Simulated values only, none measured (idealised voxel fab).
The following is a process module called voxel air gaps.
Section shown: cut. Width: 165 nm. Cell size: 5 nm, square.
Cross-sections here: square-cell grids, written as top-down lists of bands, a band being one or more rows of cells. This entry defines a band. It first specifies the height of the band's top and the height of its bottom in nm, and then specifies the band's materials from left to right, stating each material with its width in nm. The word "everywhere" identifies a single material that fills the band from edge to edge, while the word "air" identifies empty space. Convention: height 0 is the level below which the wafer, as received, is all one material. The lowest band does not terminate at the bottom but continues downward, represented as "0 and below". Graded width ("30->40"): value in top row of band = first number; value in bottom row = second number; row-to-row change constant. What does "no modifications" mean for a step? It means no cell of the cross-section changed in that step. Empty spaces counting at least 8 cells and having no open way to the top are listed in "Trapped voids". The notation width x height at distance is used for each, the distance being from the left edge and all three values in nm. Read whatever lies past the settings on a step's line as the simulator's own remark about the step. Regarding "overlay nm": on a step with a mask, it is the distance the mask lay to the right of its planned place; a negative value places it to the left. Reading key. Pairs: pre-step and post-step cross-section, one process step apart; post-step view only to lowest changed band. Step between + settings: beneath pair. Runs: pairs may be from different runs of this module, same starting wafer. Continuation from pair above: only where "State on entry" entry says.

[State on entry]
    0 and below | Si everywhere
    Trapped voids: none

[Post-Step Cross-Section]
    10 down to 0 | SiO2 everywhere
    Whatever lies below 0 is exactly as it was before.
    Trapped voids: none
Quick note on the step between the two cross-sections above: CONFORMAL_DEP: material SiO2, thk nm 10

State on entry: check the pair just above; its after cross-section is our before state.

[Post-Step Cross-Section]
    15 down to 10 | SiN everywhere
    Whatever lies below 10 is exactly as it was before.
    Trapped voids: none
Quick note on the step between the two cross-sections above: CONFORMAL_DEP: material SiN, thk nm 5

State on entry: check the pair just above; its after cross-section is our before state.

[Post-Step Cross-Section]
    50 down to 15 | lowk everywhere
    Whatever lies below 15 is exactly as it was before.
    Trapped voids: none
Quick note on the step between the two cross-sections above: DIRECTIONAL_DEP: material lowk, thk nm 35

State on entry: check the pair just above; its after cross-section is our before state.

[Post-Step Cross-Section]
    65 down to 50 | 35 resist | 15 air | 25 resist | 15 air | 25 resist | 15 air | 35 resist
    Whatever lies below 50 is exactly as it was before.
    Trapped voids: none
Quick note on the step between the two cross-sections above: PATTERN: tone open, mask id LINES, material resist, width nm 15, pitch nm 40, thk nm 15, overlay nm 0

State on entry: check the pair just above; its after cross-section is our before state.

[Post-Step Cross-Section]
    65 down to 50 | 35 resist | 15 air | 25 resist | 15 air | 25 resist | 15 air | 35 resist
    50 down to 15 | 35 lowk | 15 air | 25 lowk | 15 air | 25 lowk | 15 air | 35 lowk
    Whatever lies below 15 is exactly as it was before.
    Trapped voids: none
Quick note on the step between the two cross-sections above: DIRECTIONAL_ETCH: etch materials lowk, depth nm 35

State on entry: check the pair just above; its after cross-section is our before state.

[Post-Step Cross-Section]
    50 down to 15 | 35 lowk | 15 air | 25 lowk | 15 air | 25 lowk | 15 air | 35 lowk
    Whatever lies below 15 is exactly as it was before.
    Trapped voids: none
Quick note on the step between the two cross-sections above: STRIP: etch materials resist

State on entry: check the pair just above; its after cross-section is our before state.

[Post-Step Cross-Section]
    55 down to 50 | 40 TiN | 5 air | 35 TiN | 5 air | 35 TiN | 5 air | 40 TiN
    50 down to 20 | 35 lowk | 5 TiN | 5 air | 5 TiN | 25 lowk | 5 TiN | 5 air | 5 TiN | 25 lowk | 5 TiN | 5 air | 5 TiN | 35 lowk
    20 down to 15 | 35 lowk | 15 TiN | 25 lowk | 15 TiN | 25 lowk | 15 TiN | 35 lowk
    Whatever lies below 15 is exactly as it was before.
    Trapped voids: none
Quick note on the step between the two cross-sections above: CONFORMAL_DEP: material TiN, thk nm 5

State on entry: check the pair just above; its after cross-section is our before state.

[Post-Step Cross-Section]
    60 down to 55 | W everywhere
    55 down to 50 | 40 TiN | 5 W | 35 TiN | 5 W | 35 TiN | 5 W | 40 TiN
    50 down to 20 | 35 lowk | 5 TiN | 5 W | 5 TiN | 25 lowk | 5 TiN | 5 W | 5 TiN | 25 lowk | 5 TiN | 5 W | 5 TiN | 35 lowk
    Whatever lies below 20 is exactly as it was before.
    Trapped voids: none
Quick note on the step between the two cross-sections above: FILL_DEP: material W, thk nm 5

State on entry: check the pair just above; its after cross-section is our before state.

[Post-Step Cross-Section]
    50 down to 20 | 35 lowk | 5 TiN | 5 W | 5 TiN | 25 lowk | 5 TiN | 5 W | 5 TiN | 25 lowk | 5 TiN | 5 W | 5 TiN | 35 lowk
    Whatever lies below 20 is exactly as it was before.
    Trapped voids: none
Quick note on the step between the two cross-sections above: CMP: height nm 50

State on entry: check the pair just above; its after cross-section is our before state.

[Post-Step Cross-Section]
    60 down to 50 | 25 air | 35 Ru | 5 air | 35 Ru | 5 air | 35 Ru | 25 air
    Whatever lies below 50 is exactly as it was before.
    Trapped voids: none
Quick note on the step between the two cross-sections above: EPI: material Ru, thk nm 10

State on entry: check the pair just above; its after cross-section is our before state.

[Post-Step Cross-Section]
    60 down to 50 | 25 air | 35 Ru | 5 air | 35 Ru | 5 air | 35 Ru | 25 air
    50 down to 20 | 35 air | 5 TiN | 5 W | 5 TiN | 25 air | 5 TiN | 5 W | 5 TiN | 25 air | 5 TiN | 5 W | 5 TiN | 35 air
    20 down to 15 | 35 air | 15 TiN | 25 air | 15 TiN | 25 air | 15 TiN | 35 air
    Whatever lies below 15 is exactly as it was before.
    Trapped voids: none
Quick note on the step between the two cross-sections above: SELECTIVE_ETCH: etch materials lowk, depth nm 45

State on entry: check the pair just above; its after cross-section is our before state.

[Post-Step Cross-Section]
    65 down to 60 | 20 air | 125 SiCN | 20 air
    60 down to 50 | 20 air | 5 SiCN | 35 Ru | 5 SiCN | 35 Ru | 5 SiCN | 35 Ru | 5 SiCN | 20 air
    50 down to 45 | 20 air | 15 SiCN | 5 TiN | 5 W | 5 TiN | 25 SiCN | 5 TiN | 5 W | 5 TiN | 25 SiCN | 5 TiN | 5 W | 5 TiN | 15 SiCN | 20 air
    45 down to 20 | 30 air | 5 SiCN | 5 TiN | 5 W | 5 TiN | 5 SiCN | 15 air | 5 SiCN | 5 TiN | 5 W | 5 TiN | 5 SiCN | 15 air | 5 SiCN | 5 TiN | 5 W | 5 TiN | 5 SiCN | 30 air
    20 down to 15 | 35 SiCN | 15 TiN | 25 SiCN | 15 TiN | 25 SiCN | 15 TiN | 35 SiCN
    Whatever lies below 15 is exactly as it was before.
    Trapped voids: 15 x 25 at 55; 15 x 25 at 95
Quick note on the step between the two cross-sections above: CONFORMAL_DEP: material SiCN, thk nm 5

[State on entry]
    10 down to 0 | SiO2 everywhere
    0 and below | Si everywhere
    Trapped voids: none

[Post-Step Cross-Section]
    45 down to 10 | lowk everywhere
    Whatever lies below 10 is exactly as it was before.
    Trapped voids: none
Quick note on the step between the two cross-sections above: DIRECTIONAL_DEP: material lowk, thk nm 35

State on entry: check the pair just above; its after cross-section is our before state.

[Post-Step Cross-Section]
    60 down to 45 | 35 resist | 15 air | 25 resist | 15 air | 25 resist | 15 air | 35 resist
    Whatever lies below 45 is exactly as it was before.
    Trapped voids: none
Quick note on the step between the two cross-sections above: PATTERN: tone open, mask id LINES, material resist, width nm 15, pitch nm 40, thk nm 15, overlay nm 0

State on entry: check the pair just above; its after cross-section is our before state.

[Post-Step Cross-Section]
    60 down to 45 | 35 resist | 15 air | 25 resist | 15 air | 25 resist | 15 air | 35 resist
    45 down to 10 | 35 lowk | 15 air | 25 lowk | 15 air | 25 lowk | 15 air | 35 lowk
    Whatever lies below 10 is exactly as it was before.
    Trapped voids: none
Quick note on the step between the two cross-sections above: DIRECTIONAL_ETCH: etch materials lowk, depth nm 35

State on entry: check the pair just above; its after cross-section is our before state.

[Post-Step Cross-Section]
    45 down to 10 | 35 lowk | 15 air | 25 lowk | 15 air | 25 lowk | 15 air | 35 lowk
    Whatever lies below 10 is exactly as it was before.
    Trapped voids: none
Quick note on the step between the two cross-sections above: STRIP: etch materials resist

State on entry: check the pair just above; its after cross-section is our before state.

[Post-Step Cross-Section]
    50 down to 45 | 40 TiN | 5 air | 35 TiN | 5 air | 35 TiN | 5 air | 40 TiN
    45 down to 15 | 35 lowk | 5 TiN | 5 air | 5 TiN | 25 lowk | 5 TiN | 5 air | 5 TiN | 25 lowk | 5 TiN | 5 air | 5 TiN | 35 lowk
    15 down to 10 | 35 lowk | 15 TiN | 25 lowk | 15 TiN | 25 lowk | 15 TiN | 35 lowk
    Whatever lies below 10 is exactly as it was before.
    Trapped voids: none
Quick note on the step between the two cross-sections above: CONFORMAL_DEP: material TiN, thk nm 5

State on entry: check the pair just above; its after cross-section is our before state.

[Post-Step Cross-Section]
    55 down to 50 | W everywhere
    50 down to 45 | 40 TiN | 5 W | 35 TiN | 5 W | 35 TiN | 5 W | 40 TiN
    45 down to 15 | 35 lowk | 5 TiN | 5 W | 5 TiN | 25 lowk | 5 TiN | 5 W | 5 TiN | 25 lowk | 5 TiN | 5 W | 5 TiN | 35 lowk
    Whatever lies below 15 is exactly as it was before.
    Trapped voids: none
Quick note on the step between the two cross-sections above: FILL_DEP: material W, thk nm 5

State on entry: check the pair just above; its after cross-section is our before state.

[Post-Step Cross-Section]
    50 down to 45 | 40 TiN | 5 W | 35 TiN | 5 W | 35 TiN | 5 W | 40 TiN
    Whatever lies below 45 is exactly as it was before.
    Trapped voids: none
Quick note on the step between the two cross-sections above: CMP: height nm 50

State on entry: check the pair just above; its after cross-section is our before state.

[Post-Step Cross-Section]
    60 down to 50 | Ru everywhere
    Whatever lies below 50 is exactly as it was before.
    Trapped voids: none
Quick note on the step between the two cross-sections above: EPI: material Ru, thk nm 10

State on entry: check the pair just above; its after cross-section is our before state.

[Post-Step Cross-Section]
    65 down to 60 | SiCN everywhere
    Whatever lies below 60 is exactly as it was before.
    Trapped voids: none
Quick note on the step between the two cross-sections above: CONFORMAL_DEP: material SiCN, thk nm 5

[State on entry]
    60 down to 50 | 25 air | 35 Ru | 5 air | 35 Ru | 5 air | 35 Ru | 25 air
    50 down to 20 | 35 lowk | 5 TiN | 5 W | 5 TiN | 25 lowk | 5 TiN | 5 W | 5 TiN | 25 lowk | 5 TiN | 5 W | 5 TiN | 35 lowk
    20 down to 15 | 35 lowk | 15 TiN | 25 lowk | 15 TiN | 25 lowk | 15 TiN | 35 lowk
    15 down to 10 | SiN everywhere
    10 down to 0 | SiO2 everywhere
    0 and below | Si everywhere
    Trapped voids: none

[Post-Step Cross-Section]
    70 down to 50 | 15 air | 135 Ru | 15 air
    Whatever lies below 50 is exactly as it was before.
    Trapped voids: none
Quick note on the step between the two cross-sections above: EPI: material Ru, thk nm 10

State on entry: check the pair just above; its after cross-section is our before state.

[Post-Step Cross-Section]
    70 down to 50 | 15 air | 135 Ru | 15 air
    50 down to 20 | 35 air | 5 TiN | 5 W | 5 TiN | 25 lowk | 5 TiN | 5 W | 5 TiN | 25 lowk | 5 TiN | 5 W | 5 TiN | 35 air
    20 down to 15 | 35 air | 15 TiN | 25 lowk | 15 TiN | 25 lowk | 15 TiN | 35 air
    Whatever lies below 15 is exactly as it was before.
    Trapped voids: none
Quick note on the step between the two cross-sections above: SELECTIVE_ETCH: etch materials lowk, depth nm 45

State on entry: check the pair just above; its after cross-section is our before state.

[Post-Step Cross-Section]
    75 down to 70 | 10 air | 145 SiCN | 10 air
    70 down to 50 | 10 air | 5 SiCN | 135 Ru | 5 SiCN | 10 air
    50 down to 45 | 10 air | 25 SiCN | 5 TiN | 5 W | 5 TiN | 25 lowk | 5 TiN | 5 W | 5 TiN | 25 lowk | 5 TiN | 5 W | 5 TiN | 25 SiCN | 10 air
    45 down to 20 | 30 air | 5 SiCN | 5 TiN | 5 W | 5 TiN | 25 lowk | 5 TiN | 5 W | 5 TiN | 25 lowk | 5 TiN | 5 W | 5 TiN | 5 SiCN | 30 air
    20 down to 15 | 35 SiCN | 15 TiN | 25 lowk | 15 TiN | 25 lowk | 15 TiN | 35 SiCN
    Whatever lies below 15 is exactly as it was before.
    Trapped voids: none
Quick note on the step between the two cross-sections above: CONFORMAL_DEP: material SiCN, thk nm 5

[State on entry]
    0 and below | Si everywhere
    Trapped voids: none

[Post-Step Cross-Section]
    5 down to 0 | SiN everywhere
    Whatever lies below 0 is exactly as it was before.
    Trapped voids: none
Quick note on the step between the two cross-sections above: CONFORMAL_DEP: material SiN, thk nm 5

State on entry: check the pair just above; its after cross-section is our before state.

[Post-Step Cross-Section]
    15 down to 5 | SiO2 everywhere
    Whatever lies below 5 is exactly as it was before.
    Trapped voids: none
Quick note on the step between the two cross-sections above: CONFORMAL_DEP: material SiO2, thk nm 10

State on entry: check the pair just above; its after cross-section is our before state.

[Post-Step Cross-Section]
    50 down to 15 | lowk everywhere
    Whatever lies below 15 is exactly as it was before.
    Trapped voids: none
Quick note on the step between the two cross-sections above: DIRECTIONAL_DEP: material lowk, thk nm 35

State on entry: check the pair just above; its after cross-section is our before state.

[Post-Step Cross-Section]
    65 down to 50 | 35 resist | 15 air | 25 resist | 15 air | 25 resist | 15 air | 35 resist
    Whatever lies below 50 is exactly as it was before.
    Trapped voids: none
Quick note on the step between the two cross-sections above: PATTERN: tone open, mask id LINES, material resist, width nm 15, pitch nm 40, thk nm 15, overlay nm 0

State on entry: check the pair just above; its after cross-section is our before state.

[Post-Step Cross-Section]
    65 down to 50 | 35 resist | 15 air | 25 resist | 15 air | 25 resist | 15 air | 35 resist
    50 down to 15 | 35 lowk | 15 air | 25 lowk | 15 air | 25 lowk | 15 air | 35 lowk
    Whatever lies below 15 is exactly as it was before.
    Trapped voids: none
Quick note on the step between the two cross-sections above: DIRECTIONAL_ETCH: etch materials lowk, depth nm 35

State on entry: check the pair just above; its after cross-section is our before state.

[Post-Step Cross-Section]
    50 down to 15 | 35 lowk | 15 air | 25 lowk | 15 air | 25 lowk | 15 air | 35 lowk
    Whatever lies below 15 is exactly as it was before.
    Trapped voids: none
Quick note on the step between the two cross-sections above: STRIP: etch materials resist

State on entry: check the pair just above; its after cross-section is our before state.

[Post-Step Cross-Section]
    55 down to 50 | 40 TiN | 5 air | 35 TiN | 5 air | 35 TiN | 5 air | 40 TiN
    50 down to 20 | 35 lowk | 5 TiN | 5 air | 5 TiN | 25 lowk | 5 TiN | 5 air | 5 TiN | 25 lowk | 5 TiN | 5 air | 5 TiN | 35 lowk
    20 down to 15 | 35 lowk | 15 TiN | 25 lowk | 15 TiN | 25 lowk | 15 TiN | 35 lowk
    Whatever lies below 15 is exactly as it was before.
    Trapped voids: none
Quick note on the step between the two cross-sections above: CONFORMAL_DEP: material TiN, thk nm 5

State on entry: check the pair just above; its after cross-section is our before state.

[Post-Step Cross-Section]
    60 down to 55 | W everywhere
    55 down to 50 | 40 TiN | 5 W | 35 TiN | 5 W | 35 TiN | 5 W | 40 TiN
    50 down to 20 | 35 lowk | 5 TiN | 5 W | 5 TiN | 25 lowk | 5 TiN | 5 W | 5 TiN | 25 lowk | 5 TiN | 5 W | 5 TiN | 35 lowk
    Whatever lies below 20 is exactly as it was before.
    Trapped voids: none
Quick note on the step between the two cross-sections above: FILL_DEP: material W, thk nm 5

State on entry: check the pair just above; its after cross-section is our before state.

[Post-Step Cross-Section]
    50 down to 20 | 35 lowk | 5 TiN | 5 W | 5 TiN | 25 lowk | 5 TiN | 5 W | 5 TiN | 25 lowk | 5 TiN | 5 W | 5 TiN | 35 lowk
    Whatever lies below 20 is exactly as it was before.
    Trapped voids: none
Quick note on the step between the two cross-sections above: CMP: height nm 50

State on entry: check the pair just above; its after cross-section is our before state.

[Post-Step Cross-Section]
    60 down to 50 | 25 air | 35 Ru | 5 air | 35 Ru | 5 air | 35 Ru | 25 air
    Whatever lies below 50 is exactly as it was before.
    Trapped voids: none
Quick note on the step between the two cross-sections above: EPI: material Ru, thk nm 10

State on entry: check the pair just above; its after cross-section is our before state.

[Post-Step Cross-Section]
    60 down to 50 | 25 air | 35 Ru | 5 air | 35 Ru | 5 air | 35 Ru | 25 air
    50 down to 20 | 35 air | 5 TiN | 5 W | 5 TiN | 25 air | 5 TiN | 5 W | 5 TiN | 25 air | 5 TiN | 5 W | 5 TiN | 35 air
    20 down to 15 | 35 air | 15 TiN | 25 air | 15 TiN | 25 air | 15 TiN | 35 air
    Whatever lies below 15 is exactly as it was before.
    Trapped voids: none
Quick note on the step between the two cross-sections above: SELECTIVE_ETCH: etch materials lowk, depth nm 45

State on entry: check the pair just above; its after cross-section is our before state.

[Post-Step Cross-Section]
    65 down to 60 | 20 air | 125 SiCN | 20 air
    60 down to 50 | 20 air | 5 SiCN | 35 Ru | 5 SiCN | 35 Ru | 5 SiCN | 35 Ru | 5 SiCN | 20 air
    50 down to 45 | 20 air | 15 SiCN | 5 TiN | 5 W | 5 TiN | 25 SiCN | 5 TiN | 5 W | 5 TiN | 25 SiCN | 5 TiN | 5 W | 5 TiN | 15 SiCN | 20 air
    45 down to 20 | 30 air | 5 SiCN | 5 TiN | 5 W | 5 TiN | 5 SiCN | 15 air | 5 SiCN | 5 TiN | 5 W | 5 TiN | 5 SiCN | 15 air | 5 SiCN | 5 TiN | 5 W | 5 TiN | 5 SiCN | 30 air
    20 down to 15 | 35 SiCN | 15 TiN | 25 SiCN | 15 TiN | 25 SiCN | 15 TiN | 35 SiCN
    Whatever lies below 15 is exactly as it was before.
    Trapped voids: 15 x 25 at 55; 15 x 25 at 95
Quick note on the step between the two cross-sections above: CONFORMAL_DEP: material SiCN, thk nm 5

[State on entry]
    50 down to 20 | 35 lowk | 5 TiN | 5 W | 5 TiN | 25 lowk | 5 TiN | 5 W | 5 TiN | 25 lowk | 5 TiN | 5 W | 5 TiN | 35 lowk
    20 down to 15 | 35 lowk | 15 TiN | 25 lowk | 15 TiN | 25 lowk | 15 TiN | 35 lowk
    15 down to 10 | SiN everywhere
    10 down to 0 | SiO2 everywhere
    0 and below | Si everywhere
    Trapped voids: none

[Post-Step Cross-Section]
    55 down to 50 | 30 air | 25 Ru | 15 air | 25 Ru | 15 air | 25 Ru | 30 air
    Whatever lies below 50 is exactly as it was before.
    Trapped voids: none
Quick note on the step between the two cross-sections above: EPI: material Ru, thk nm 5

State on entry: check the pair just above; its after cross-section is our before state.

[Post-Step Cross-Section]
    55 down to 50 | 30 air | 25 Ru | 15 air | 25 Ru | 15 air | 25 Ru | 30 air
    50 down to 20 | 35 air | 5 TiN | 5 W | 5 TiN | 25 air | 5 TiN | 5 W | 5 TiN | 25 air | 5 TiN | 5 W | 5 TiN | 35 air
    20 down to 15 | 35 air | 15 TiN | 25 air | 15 TiN | 25 air | 15 TiN | 35 air
    Whatever lies below 15 is exactly as it was before.
    Trapped voids: none
Quick note on the step between the two cross-sections above: SELECTIVE_ETCH: etch materials lowk, depth nm 45

State on entry: check the pair just above; its after cross-section is our before state.

[Post-Step Cross-Section]
    60 down to 55 | 25 air | 35 SiCN | 5 air | 35 SiCN | 5 air | 35 SiCN | 25 air
    55 down to 50 | 25 air | 5 SiCN | 25 Ru | 5 SiCN | 5 air | 5 SiCN | 25 Ru | 5 SiCN | 5 air | 5 SiCN | 25 Ru | 5 SiCN | 25 air
    50 down to 45 | 25 air | 10 SiCN | 5 TiN | 5 W | 5 TiN | 10 SiCN | 5 air | 10 SiCN | 5 TiN | 5 W | 5 TiN | 10 SiCN | 5 air | 10 SiCN | 5 TiN | 5 W | 5 TiN | 10 SiCN | 25 air
    45 down to 20 | 30 air | 5 SiCN | 5 TiN | 5 W | 5 TiN | 5 SiCN | 15 air | 5 SiCN | 5 TiN | 5 W | 5 TiN | 5 SiCN | 15 air | 5 SiCN | 5 TiN | 5 W | 5 TiN | 5 SiCN | 30 air
    20 down to 15 | 35 SiCN | 15 TiN | 25 SiCN | 15 TiN | 25 SiCN | 15 TiN | 35 SiCN
    Whatever lies below 15 is exactly as it was before.
    Trapped voids: none
Quick note on the step between the two cross-sections above: CONFORMAL_DEP: material SiCN, thk nm 5

[State on entry]
    50 down to 15 | lowk everywhere
    15 down to 10 | SiN everywhere
    10 down to 0 | SiO2 everywhere
    0 and below | Si everywhere
    Trapped voids: none

[Post-Step Cross-Section]
    65 down to 50 | 30 resist | 25 air | 15 resist | 25 air | 15 resist | 25 air | 30 resist
    Whatever lies below 50 is exactly as it was before.
    Trapped voids: none
Quick note on the step between the two cross-sections above: PATTERN: tone open, mask id LINES, material resist, width nm 25, pitch nm 40, thk nm 15, overlay nm 0

State on entry: check the pair just above; its after cross-section is our before state.

[Post-Step Cross-Section]
    65 down to 50 | 30 resist | 25 air | 15 resist | 25 air | 15 resist | 25 air | 30 resist
    50 down to 15 | 30 lowk | 25 air | 15 lowk | 25 air | 15 lowk | 25 air | 30 lowk
    Whatever lies below 15 is exactly as it was before.
    Trapped voids: none
Quick note on the step between the two cross-sections above: DIRECTIONAL_ETCH: etch materials lowk, depth nm 35

State on entry: check the pair just above; its after cross-section is our before state.

[Post-Step Cross-Section]
    50 down to 15 | 30 lowk | 25 air | 15 lowk | 25 air | 15 lowk | 25 air | 30 lowk
    Whatever lies below 15 is exactly as it was before.
    Trapped voids: none
Quick note on the step between the two cross-sections above: STRIP: etch materials resist

State on entry: check the pair just above; its after cross-section is our before state.

[Post-Step Cross-Section]
    55 down to 50 | 35 TiN | 15 air | 25 TiN | 15 air | 25 TiN | 15 air | 35 TiN
    50 down to 20 | 30 lowk | 5 TiN | 15 air | 5 TiN | 15 lowk | 5 TiN | 15 air | 5 TiN | 15 lowk | 5 TiN | 15 air | 5 TiN | 30 lowk
    20 down to 15 | 30 lowk | 25 TiN | 15 lowk | 25 TiN | 15 lowk | 25 TiN | 30 lowk
    Whatever lies below 15 is exactly as it was before.
    Trapped voids: none
Quick note on the step between the two cross-sections above: CONFORMAL_DEP: material TiN, thk nm 5

State on entry: check the pair just above; its after cross-section is our before state.

[Post-Step Cross-Section]
    60 down to 55 | W everywhere
    55 down to 50 | 35 TiN | 15 W | 25 TiN | 15 W | 25 TiN | 15 W | 35 TiN
    50 down to 20 | 30 lowk | 5 TiN | 15 W | 5 TiN | 15 lowk | 5 TiN | 15 W | 5 TiN | 15 lowk | 5 TiN | 15 W | 5 TiN | 30 lowk
    Whatever lies below 20 is exactly as it was before.
    Trapped voids: none
Quick note on the step between the two cross-sections above: FILL_DEP: material W, thk nm 5

State on entry: check the pair just above; its after cross-section is our before state.

[Post-Step Cross-Section]
    50 down to 20 | 30 lowk | 5 TiN | 15 W | 5 TiN | 15 lowk | 5 TiN | 15 W | 5 TiN | 15 lowk | 5 TiN | 15 W | 5 TiN | 30 lowk
    Whatever lies below 20 is exactly as it was before.
    Trapped voids: none
Quick note on the step between the two cross-sections above: CMP: height nm 50

State on entry: check the pair just above; its after cross-section is our before state.

[Post-Step Cross-Section]
    60 down to 50 | 20 air | 125 Ru | 20 air
    Whatever lies below 50 is exactly as it was before.
    Trapped voids: none
Quick note on the step between the two cross-sections above: EPI: material Ru, thk nm 10

State on entry: check the pair just above; its after cross-section is our before state.

[Post-Step Cross-Section]
    60 down to 50 | 20 air | 125 Ru | 20 air
    50 down to 20 | 30 air | 5 TiN | 15 W | 5 TiN | 15 lowk | 5 TiN | 15 W | 5 TiN | 15 lowk | 5 TiN | 15 W | 5 TiN | 30 air
    20 down to 15 | 30 air | 25 TiN | 15 lowk | 25 TiN | 15 lowk | 25 TiN | 30 air
    Whatever lies below 15 is exactly as it was before.
    Trapped voids: none
Quick note on the step between the two cross-sections above: SELECTIVE_ETCH: etch materials lowk, depth nm 45

State on entry: check the pair just above; its after cross-section is our before state.

[Post-Step Cross-Section]
    65 down to 60 | 15 air | 135 SiCN | 15 air
    60 down to 50 | 15 air | 5 SiCN | 125 Ru | 5 SiCN | 15 air
    50 down to 45 | 15 air | 15 SiCN | 5 TiN | 15 W | 5 TiN | 15 lowk | 5 TiN | 15 W | 5 TiN | 15 lowk | 5 TiN | 15 W | 5 TiN | 15 SiCN | 15 air
    45 down to 20 | 25 air | 5 SiCN | 5 TiN | 15 W | 5 TiN | 15 lowk | 5 TiN | 15 W | 5 TiN | 15 lowk | 5 TiN | 15 W | 5 TiN | 5 SiCN | 25 air
    20 down to 15 | 30 SiCN | 25 TiN | 15 lowk | 25 TiN | 15 lowk | 25 TiN | 30 SiCN
    Whatever lies below 15 is exactly as it was before.
    Trapped voids: none
Quick note on the step between the two cross-sections above: CONFORMAL_DEP: material SiCN, thk nm 5

[State on entry]
    50 down to 15 | lowk everywhere
    15 down to 10 | SiN everywhere
    10 down to 0 | SiO2 everywhere
    0 and below | Si everywhere
    Trapped voids: none

[Post-Step Cross-Section]
    65 down to 50 | 40 resist | 15 air | 25 resist | 15 air | 25 resist | 15 air | 30 resist
    Whatever lies below 50 is exactly as it was before.
    Trapped voids: none
Quick note on the step between the two cross-sections above: PATTERN: tone open, mask id LINES, material resist, width nm 15, pitch nm 40, thk nm 15, overlay nm 5

State on entry: check the pair just above; its after cross-section is our before state.

[Post-Step Cross-Section]
    65 down to 50 | 40 resist | 15 air | 25 resist | 15 air | 25 resist | 15 air | 30 resist
    50 down to 15 | 40 lowk | 15 air | 25 lowk | 15 air | 25 lowk | 15 air | 30 lowk
    Whatever lies below 15 is exactly as it was before.
    Trapped voids: none
Quick note on the step between the two cross-sections above: DIRECTIONAL_ETCH: etch materials lowk, depth nm 35

State on entry: check the pair just above; its after cross-section is our before state.

[Post-Step Cross-Section]
    50 down to 15 | 40 lowk | 15 air | 25 lowk | 15 air | 25 lowk | 15 air | 30 lowk
    Whatever lies below 15 is exactly as it was before.
    Trapped voids: none
Quick note on the step between the two cross-sections above: STRIP: etch materials resist

State on entry: check the pair just above; its after cross-section is our before state.

[Post-Step Cross-Section]
    55 down to 50 | 45 TiN | 5 air | 35 TiN | 5 air | 35 TiN | 5 air | 35 TiN
    50 down to 20 | 40 lowk | 5 TiN | 5 air | 5 TiN | 25 lowk | 5 TiN | 5 air | 5 TiN | 25 lowk | 5 TiN | 5 air | 5 TiN | 30 lowk
    20 down to 15 | 40 lowk | 15 TiN | 25 lowk | 15 TiN | 25 lowk | 15 TiN | 30 lowk
    Whatever lies below 15 is exactly as it was before.
    Trapped voids: none
Quick note on the step between the two cross-sections above: CONFORMAL_DEP: material TiN, thk nm 5

State on entry: check the pair just above; its after cross-section is our before state.

[Post-Step Cross-Section]
    60 down to 55 | W everywhere
    55 down to 50 | 45 TiN | 5 W | 35 TiN | 5 W | 35 TiN | 5 W | 35 TiN
    50 down to 20 | 40 lowk | 5 TiN | 5 W | 5 TiN | 25 lowk | 5 TiN | 5 W | 5 TiN | 25 lowk | 5 TiN | 5 W | 5 TiN | 30 lowk
    Whatever lies below 20 is exactly as it was before.
    Trapped voids: none
Quick note on the step between the two cross-sections above: FILL_DEP: material W, thk nm 5

State on entry: check the pair just above; its after cross-section is our before state.

[Post-Step Cross-Section]
    50 down to 20 | 40 lowk | 5 TiN | 5 W | 5 TiN | 25 lowk | 5 TiN | 5 W | 5 TiN | 25 lowk | 5 TiN | 5 W | 5 TiN | 30 lowk
    Whatever lies below 20 is exactly as it was before.
    Trapped voids: none
Quick note on the step between the two cross-sections above: CMP: height nm 50

State on entry: check the pair just above; its after cross-section is our before state.

[Post-Step Cross-Section]
    60 down to 50 | 30 air | 35 Ru | 5 air | 35 Ru | 5 air | 35 Ru | 20 air
    Whatever lies below 50 is exactly as it was before.
    Trapped voids: none
Quick note on the step between the two cross-sections above: EPI: material Ru, thk nm 10

State on entry: check the pair just above; its after cross-section is our before state.

[Post-Step Cross-Section]
    60 down to 50 | 30 air | 35 Ru | 5 air | 35 Ru | 5 air | 35 Ru | 20 air
    50 down to 20 | 40 air | 5 TiN | 5 W | 5 TiN | 25 air | 5 TiN | 5 W | 5 TiN | 25 air | 5 TiN | 5 W | 5 TiN | 30 air
    20 down to 15 | 40 air | 15 TiN | 25 air | 15 TiN | 25 air | 15 TiN | 30 air
    Whatever lies below 15 is exactly as it was before.
    Trapped voids: none
Quick note on the step between the two cross-sections above: SELECTIVE_ETCH: etch materials lowk, depth nm 45

State on entry: check the pair just above; its after cross-section is our before state.

[Post-Step Cross-Section]
    65 down to 60 | 25 air | 125 SiCN | 15 air
    60 down to 50 | 25 air | 5 SiCN | 35 Ru | 5 SiCN | 35 Ru | 5 SiCN | 35 Ru | 5 SiCN | 15 air
    50 down to 45 | 25 air | 15 SiCN | 5 TiN | 5 W | 5 TiN | 25 SiCN | 5 TiN | 5 W | 5 TiN | 25 SiCN | 5 TiN | 5 W | 5 TiN | 15 SiCN | 15 air
    45 down to 20 | 35 air | 5 SiCN | 5 TiN | 5 W | 5 TiN | 5 SiCN | 15 air | 5 SiCN | 5 TiN | 5 W | 5 TiN | 5 SiCN | 15 air | 5 SiCN | 5 TiN | 5 W | 5 TiN | 5 SiCN | 25 air
    20 down to 15 | 40 SiCN | 15 TiN | 25 SiCN | 15 TiN | 25 SiCN | 15 TiN | 30 SiCN
    Whatever lies below 15 is exactly as it was before.
    Trapped voids: 15 x 25 at 60; 15 x 25 at 100
Quick note on the step between the two cross-sections above: CONFORMAL_DEP: material SiCN, thk nm 5

[State on entry]
    15 down to 10 | SiN everywhere
    10 down to 0 | SiO2 everywhere
    0 and below | Si everywhere
    Trapped voids: none

[Post-Step Cross-Section]
    50 down to 10 | SiN everywhere
    Whatever lies below 10 is exactly as it was before.
    Trapped voids: none
Quick note on the step between the two cross-sections above: DIRECTIONAL_DEP: material SiN, thk nm 35

State on entry: check the pair just above; its after cross-section is our before state.

[Post-Step Cross-Section]
    65 down to 50 | 35 resist | 15 air | 25 resist | 15 air | 25 resist | 15 air | 35 resist
    Whatever lies below 50 is exactly as it was before.
    Trapped voids: none
Quick note on the step between the two cross-sections above: PATTERN: tone open, mask id LINES, material resist, width nm 15, pitch nm 40, thk nm 15, overlay nm 0

State on entry: check the pair just above; its after cross-section is our before state.

[Post-Step Cross-Section]
    50 down to 10 | SiN everywhere
    Whatever lies below 10 is exactly as it was before.
    Trapped voids: none
Quick note on the step between the two cross-sections above: STRIP: etch materials resist

State on entry: check the pair just above; its after cross-section is our before state.

[Post-Step Cross-Section]
    55 down to 50 | TiN everywhere
    Whatever lies below 50 is exactly as it was before.
    Trapped voids: none
Quick note on the step between the two cross-sections above: CONFORMAL_DEP: material TiN, thk nm 5
